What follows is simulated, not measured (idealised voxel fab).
Module name: voxel transistor to metal (process module)
We display cut, a cross-section 185 nm in width whose square cells are each 5 nm.
When this document writes out a cross-section, it uses a grid of square cells and lists it as bands, beginning at the top and moving down, with a band standing for one or more rows of cells. The entry gives the band's vertical extent as a top height and a bottom height in nm, then its horizontal make-up as materials from left to right, each with a width in nm. "empty" stands for empty space; a single material marked "full width" fills the band edge to edge. It should be noted that heights are counted from 0, beneath which the wafer as supplied is of one material throughout, and that the lowest band possesses no lower boundary but continues downward, as written in "0 and below". Graded width ("30..40"): value in top row of band = first number; value in bottom row = second number; row-to-row change constant. When a step is marked "all unchanged", none of the cells in the cross-section changed during that step. "Closed cavities": sealed empty spaces, 8 cells or more, no open way to top, listed width x height at distance, with distance from the left edge and width, height and distance in nm. On a step's line, text after the settings is the simulator commenting on that step. "overlay nm" denotes, for a step that has a mask, the displacement of the mask to the right of its planned place, with negative values corresponding to the left.

So here's the lineup of process steps we planned:
1 RECEIVE with material Si
2 OXIDIZE with depth nm 5
3 CONFORMAL_DEP with material SiN, thk nm 10
4 MASKED_ETCH with tone cover, mask id ACTIVE, width nm 100, etch materials SiN, depth nm 10, overlay nm 0
5 MASKED_ETCH with tone cover, mask id ACTIVE, width nm 100, etch materials SiO2, depth nm 5, overlay nm 0
6 MASKED_ETCH with tone cover, mask id ACTIVE, width nm 100, etch materials Si, depth nm 20, overlay nm 0
7 OXIDIZE with depth nm 5
8 FILL_DEP with material SiO2, thk nm 10
9 CMP with height nm 10
10 SELECTIVE_ETCH with etch materials SiO2, depth nm 10
11 STRIP with etch materials SiN
12 SELECTIVE_ETCH with etch materials SiO2, depth nm 5
13 OXIDIZE with depth nm 5
14 DIRECTIONAL_DEP with material polySi, thk nm 25
15 DIRECTIONAL_DEP with material SiCN, thk nm 15
16 PATTERN with tone cover, mask id GATE, material resist, width nm 20, thk nm 20, overlay nm 0
17 DIRECTIONAL_ETCH with etch materials SiCN, depth nm 25
18 DIRECTIONAL_ETCH with etch materials polySi, depth nm 35
19 STRIP with etch materials resist
20 CONFORMAL_DEP with material SiN, thk nm 5
21 DIRECTIONAL_ETCH with etch materials SiN, depth nm 5
22 DIRECTIONAL_ETCH with etch materials SiO2, depth nm 5
23 DIRECTIONAL_ETCH with etch materials Si, depth nm 10
24 EPI with material nSi, thk nm 15
25 FILL_DEP with material SiO2, thk nm 10
26 CMP with height nm 35
27 DIRECTIONAL_DEP with material SiO2, thk nm 15
28 DIRECTIONAL_DEP with material aC, thk nm 10
29 PATTERN with tone open, mask id CONTACT, material resist, width nm 15, pitch nm 75, thk nm 25, overlay nm 0
30 DIRECTIONAL_ETCH with etch materials aC, depth nm 10
31 STRIP with etch materials resist
32 DIRECTIONAL_ETCH with etch materials SiO2, depth nm 55
33 STRIP with etch materials aC
34 CONFORMAL_DEP with material TiN, thk nm 5
35 FILL_DEP with material W, thk nm 10
36 CMP with height nm 50
37 CONFORMAL_DEP with material SiCN, thk nm 5
38 DIRECTIONAL_DEP with material lowk, thk nm 25
39 PATTERN with tone open, mask id METAL_1, material resist, width nm 15, pitch nm 75, thk nm 20, overlay nm 0
40 DIRECTIONAL_ETCH with etch materials lowk, depth nm 25
41 DIRECTIONAL_ETCH with etch materials SiCN, depth nm 5
42 STRIP with etch materials resist
43 CONFORMAL_DEP with material TiN, thk nm 5
44 FILL_DEP with material Ru, thk nm 5
45 CMP with height nm 80
46 CONFORMAL_DEP with material SiN, thk nm 5

as received, after step 1:
> 0 and below: Si full width
> Closed cavities: none

first wafer at the end, as planned:
> 85 down to 80: SiN full width
> 80 down to 55: 45 of lowk  5 of TiN  5 of Ru  5 of TiN  60 of lowk  5 of TiN  5 of Ru  5 of TiN  50 of lowk
> 55 down to 50: 45 of SiCN  15 of TiN  60 of SiCN  15 of TiN  50 of SiCN
> 50 down to 35: 45 of SiO2  5 of TiN  5 of W  5 of TiN  60 of SiO2  5 of TiN  5 of W  5 of TiN  50 of SiO2
> 35 down to 20: 45 of SiO2  5 of TiN  5 of W  5 of TiN  15 of SiO2  5 of SiN  20 of SiCN  5 of SiN  15 of SiO2  5 of TiN  5 of W  5 of TiN  50 of SiO2
> 20 down to 5: 45 of SiO2  5 of TiN  5 of W  5 of TiN  15 of SiO2  5 of SiN  20 of polySi  5 of SiN  15 of SiO2  5 of TiN  5 of W  5 of TiN  50 of SiO2
> 5 down to 0: 45 of SiO2  5 of TiN  5 of W  5 of TiN  15 of nSi  5 of SiN  20 of polySi  5 of SiN  15 of nSi  5 of TiN  5 of W  5 of TiN  50 of SiO2
> 0 down to -5: 45 of SiO2  15 of TiN  15 of nSi  5 of SiN  20 of polySi  5 of SiN  15 of nSi  15 of TiN  50 of SiO2
> -5 down to -10: 40 of SiO2  35 of nSi  30 of SiO2  35 of nSi  45 of SiO2
> -10 down to -20: 45 of SiO2  30 of nSi  30 of Si  30 of nSi  50 of SiO2
> -20 down to -30: 45 of SiO2  90 of Si  50 of SiO2
> -30 and below: Si full width
> Closed cavities: none

End-of-module cross-section of the second wafer: identical starting point and process plan to the first, with one processing mistake:
> 85 down to 80: SiN full width
> 80 down to 55: 45 of lowk  5 of TiN  5 of Ru  5 of TiN  60 of lowk  5 of TiN  5 of Ru  5 of TiN  50 of lowk
> 55 down to 50: 45 of SiCN  15 of TiN  60 of SiCN  15 of TiN  50 of SiCN
> 50 down to 35: 45 of SiO2  5 of TiN  5 of W  5 of TiN  60 of SiO2  5 of TiN  5 of W  5 of TiN  50 of SiO2
> 35 down to 20: 45 of SiO2  5 of TiN  5 of W  5 of TiN  15 of SiO2  5 of SiN  20 of SiCN  5 of SiN  15 of SiO2  5 of TiN  5 of W  5 of TiN  50 of SiO2
> 20 down to 0: 45 of SiO2  5 of TiN  5 of W  5 of TiN  15 of SiO2  5 of SiN  20 of polySi  5 of SiN  15 of SiO2  5 of TiN  5 of W  5 of TiN  50 of SiO2
> 0 down to -5: 45 of SiO2  15 of TiN  15 of SiO2  5 of SiN  20 of polySi  5 of SiN  15 of SiO2  15 of TiN  50 of SiO2
> -5 down to -10: 30 of SiO2  45 of nSi  30 of SiO2  45 of nSi  35 of SiO2
> -10 down to -30: 45 of SiO2  90 of Si  50 of SiO2
> -30 and below: Si full width
> Closed cavities: none
So what did we get wrong on this run? steps 23 and 24 of the plan were run in the wrong order, each in the other's place
Upon completion, the second wafer contains, in terms of cells, a greater or smaller amount of certain materials than the first wafer: 24 more of Si | 8 more of SiO2 | 32 fewer of nSi
